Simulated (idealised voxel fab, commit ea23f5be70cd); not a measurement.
Name of the process module below: voxel tone inversion
Section shown: cut. Width: 245 nm. Cell size: 5 nm, square.
For the purposes of this document, a cross-section shall be understood as a grid of square cells, specified as bands listed in top-to-bottom order, each band consisting of one or more rows of cells.
Band: top and bottom heights (nm) first, top before bottom; then materials from left to right, widths in nm. "full width" marks a sole material filling the band edge to edge. "empty" denotes empty space.
Where do heights start? At 0: under that level the wafer as delivered is made of one material only. And the lowest band has no floor; it just carries on downward, as in "0 -> down".
The expression "30 to 40" gives the width at the extremes of the band, the first number at its top row of cells and the second at its bottom row, with the width changing by equal amounts from each row to the next in between.
Where the words "nothing altered" appear for a step, the cross-section shows no cell changed by that step; every cell remained as before.
If an empty space has no open way to the top and is at least 8 cells in size, "Catalogued sealed voids" lists it, written width x height at distance, where distance is measured from the left edge and every value is in nm.
What comes after the settings on a step's line is commentary from the simulator itself on that step.
If you see "overlay nm" on a step's line and that step has a mask, it's telling you how far right of where it was planned the mask ended up; a negative number means it went left instead.

Process steps (planned):
1,RECEIVE (material Si)
2,CONFORMAL_DEP (material SiCN; thk nm 5)
3,DIRECTIONAL_DEP (material polySi; thk nm 15)
4,PATTERN (tone cover; mask id POSTS; material resist; width nm 15; pitch nm 45; thk nm 20; overlay nm 0)
5,DIRECTIONAL_ETCH (etch materials polySi; depth nm 15)
6,STRIP (etch materials resist)
7,FILL_DEP (material lowk; thk nm 5)
8,CMP (height nm 20)
9,STRIP (etch materials polySi)
For this document, wafers share an identical start and vary in the step 4 width nm; the plan quotes the first wafer's value.

Received wafers, first of several: cross-section after step 1:
  0 -> down: Si full width
  Catalogued sealed voids: none

Post step 9, the closing step of the module: first of several wafers, cross-sectioned:
  20 -> 5: lowk: 50, then empty: 15, then lowk: 30, then empty: 15, then lowk: 30, then empty: 15, then lowk: 30, then empty: 15, then lowk: 45
  5 -> 0: SiCN full width
  0 -> down: Si full width
  Catalogued sealed voids: none

At the end of the module, the last of several wafers in cross-section:
  20 -> 5: lowk: 40, then empty: 30, then lowk: 15, then empty: 30, then lowk: 15, then empty: 30, then lowk: 15, then empty: 30, then lowk: 40
  5 -> 0: SiCN full width
  0 -> down: Si full width
  Catalogued sealed voids: none

Below: a row per wafer. Contents at end of module: for every material, cells gained since receipt (+) or lost since receipt (-); then closed voids:
width nm 15, +49 SiCN, +111 lowk, Catalogued sealed voids: none
width nm 20, +49 SiCN, +99 lowk, Catalogued sealed voids: none
width nm 25, +49 SiCN, +87 lowk, Catalogued sealed voids: none
width nm 30, +49 SiCN, +75 lowk, Catalogued sealed voids: none
